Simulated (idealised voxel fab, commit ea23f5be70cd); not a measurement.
process module | voxel plated lines
This is section cut - it's 225 nm across, gridded in 5 nm square cells.
Throughout this document, each cross-section is represented as a grid of square cells and is presented as a sequence of bands enumerated from the top downward, where a band comprises one or more rows of cells. The entry gives the band's vertical extent as a top height and a bottom height in nm, then its horizontal make-up as materials from left to right, each with a width in nm. "empty" stands for empty space; a single material marked "everywhere" fills the band edge to edge. Zero point of the height axis is 0; under it, received wafer = one material. Lowest band: continues down indefinitely, "0 and below". The expression "30 to 40" gives the width at the extremes of the band, the first number at its top row of cells and the second at its bottom row, with the width changing by equal amounts from each row to the next in between. Basically "changes: none" means that step didn't change any cell in the cross-section. Voids not open to the top, 8 cells minimum: see "Completely enclosed voids". Written width x height at distance; distance is from the left edge; nm. Anything after a step's settings on that line? It's the simulator's own note about the step. Among the settings permitted on a step's line is "overlay nm"; applied to a step with a mask, it specifies the extent to which the mask lay to the right of its planned position, whereas a negative figure signifies a position to the left.

PROCESS STEPS - PLAN
1. RECEIVE (material Si)
2. CONFORMAL_DEP (material Al2O3; thk nm 15)
3. DIRECTIONAL_DEP (material TiN; thk nm 5)
4. PATTERN (tone open; mask id LINES; material resist; width nm 20; pitch nm 45; thk nm 30; overlay nm -15)
5. EPI (material Ru; thk nm 5)
6. EPI (material Ru; thk nm 10)
7. STRIP (etch materials resist)
8. DIRECTIONAL_ETCH (etch materials TiN; depth nm 5)
9. CONFORMAL_DEP (material SiN; thk nm 5)
varied across the wafers: overlay nm of step 4. The plan shows the first wafer's value. All wafers start alike

CROSS-SECTION OF THE FIRST OF SEVERAL WAFERS ON RECEIPT, REFLECTING COMPLETION OF STEP 1
> 0 and below: Si everywhere
> Completely enclosed voids: none

THE CROSS-SECTION OF THE FIRST OF SEVERAL WAFERS IS GIVEN BELOW FOR THE END OF THE MODULE, AFTER ITS FINAL STEP, STEP 9
> 40 down to 35: 15 of empty, 30 of SiN, 15 of empty, 30 of SiN, 15 of empty, 30 of SiN, 15 of empty, 30 of SiN, 45 of empty
> 35 down to 20: 15 of empty, 5 of SiN, 20 of Ru, 5 of SiN, 15 of empty, 5 of SiN, 20 of Ru, 5 of SiN, 15 of empty, 5 of SiN, 20 of Ru, 5 of SiN, 15 of empty, 5 of SiN, 20 of Ru, 5 of SiN, 45 of empty
> 20 down to 15: 20 of SiN, 20 of TiN, 25 of SiN, 20 of TiN, 25 of SiN, 20 of TiN, 25 of SiN, 20 of TiN, 50 of SiN
> 15 down to 0: Al2O3 everywhere
> 0 and below: Si everywhere
> Completely enclosed voids: none

THE MODULE'S END: A CROSS-SECTION OF THE LAST WAFER
> 40 down to 35: 45 of empty, 30 of SiN, 15 of empty, 30 of SiN, 15 of empty, 30 of SiN, 15 of empty, 30 of SiN, 15 of empty
> 35 down to 20: 45 of empty, 5 of SiN, 20 of Ru, 5 of SiN, 15 of empty, 5 of SiN, 20 of Ru, 5 of SiN, 15 of empty, 5 of SiN, 20 of Ru, 5 of SiN, 15 of empty, 5 of SiN, 20 of Ru, 5 of SiN, 15 of empty
> 20 down to 15: 50 of SiN, 20 of TiN, 25 of SiN, 20 of TiN, 25 of SiN, 20 of TiN, 25 of SiN, 20 of TiN, 20 of SiN
> 15 down to 0: Al2O3 everywhere
> 0 and below: Si everywhere
> Completely enclosed voids: none

END OF MODULE, BY WAFER: MATERIAL-BY-MATERIAL CELL GAIN (+) OR LOSS (-) SINCE RECEIPT, THEN CLOSED VOIDS
overlay nm -15, +135 Al2O3, +48 Ru, +77 SiN, +16 TiN, Completely enclosed voids: none
overlay nm -10, +135 Al2O3, +48 Ru, +77 SiN, +16 TiN, Completely enclosed voids: none
overlay nm -5, +135 Al2O3, +48 Ru, +77 SiN, +16 TiN, Completely enclosed voids: none
overlay nm 0, +135 Al2O3, +48 Ru, +77 SiN, +16 TiN, Completely enclosed voids: none
overlay nm 5, +135 Al2O3, +48 Ru, +77 SiN, +16 TiN, Completely enclosed voids: none
overlay nm 10, +135 Al2O3, +48 Ru, +77 SiN, +16 TiN, Completely enclosed voids: none
overlay nm 15, +135 Al2O3, +48 Ru, +77 SiN, +16 TiN, Completely enclosed voids: none
